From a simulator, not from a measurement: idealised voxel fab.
Title: Process Module voxel ribs on slabs
In the cross-section labelled cut, the width is 280 nm and each square cell is 5 nm.
If you're reading a cross-section in this doc, picture square cells in a grid; it comes to you as bands, top ones listed first down to the bottom, and a band can be one or more rows of cells.
It is stipulated that each band's entry specify, in nanometres, the height of the top of the band and then that of its bottom, followed by the materials of the band in left-to-right sequence, each together with its width in nanometres. A single material marked by the word "all across" is understood to fill the band from edge to edge; the word "air" is understood to denote empty space.
Heads up on the height convention: 0 is the point under which the incoming wafer is all one material, and the lowest band has no bottom, it just keeps going down, like "z 0 and below".
A width given as "30 to 40" starts at the first number in the band's top row and ends at the second number in its bottom row, shifting by an equal amount at every step from row to row.
You'll sometimes find "no modification" written for a step, and that's the way of saying that nowhere in the cross-section did a cell change during that step.
If an empty space has no open way to the top and is at least 8 cells in size, "Sealed cavities" lists it, written width x height at distance, where distance is measured from the left edge and every value is in nm.
Post-settings text on a step line: simulator's own remark regarding the step.
overlay nm: step with mask; distance mask lay right of planned place; negative value = left of planned place.

[Process steps (planned)]
step 1: RECEIVE (material Si)
step 2: DIRECTIONAL_DEP (material SiO2; thk nm 20)
step 3: DIRECTIONAL_DEP (material SiN; thk nm 15)
step 4: PATTERN (tone cover; mask id RIB; material resist; width nm 15; thk nm 15; overlay nm 0)
step 5: DIRECTIONAL_ETCH (etch materials SiN; depth nm 5)
step 6: STRIP (etch materials resist)
step 7: DIRECTIONAL_DEP (material aC; thk nm 10)
step 8: PATTERN (tone cover; mask id SLAB; material resist; width nm 65; thk nm 25; overlay nm 0)
step 9: DIRECTIONAL_ETCH (etch materials aC; depth nm 10)
step 10: STRIP (etch materials resist)
step 11: DIRECTIONAL_ETCH (etch materials SiN; depth nm 10)
step 12: STRIP (etch materials aC)
step 13: FILL_DEP (material SiO2; thk nm 15)
step 14: CMP (height nm 45)
step 15: DIRECTIONAL_DEP (material W; thk nm 5)
step 16: PATTERN (tone cover; mask id HEATER; material resist; width nm 25; thk nm 20; overlay nm 0)
step 17: DIRECTIONAL_ETCH (etch materials W; depth nm 5)
step 18: STRIP (etch materials resist)
step 19: CONFORMAL_DEP (material SiO2; thk nm 5)

[As received (post step 1): cross-section]
* z 0 and below = Si all across
* Sealed cavities: none

[Final cross-section, module run with one mistake (start and plan as above)]
* z 55 to 50 = SiO2 all across
* z 50 to 45 = SiN all across
* z 45 to 35 = SiO2 all across
* z 35 to 30 = SiO2 130 nm  SiN 15 nm  SiO2 135 nm
* z 30 to 20 = SiO2 105 nm  SiN 65 nm  SiO2 110 nm
* z 20 to 0 = SiO2 all across
* z 0 and below = Si all across
* Sealed cavities: none
Deviation noted in wafer processing: rather than as planned, step 15 actually ran as DIRECTIONAL_DEP (material SiN; thk nm 5)
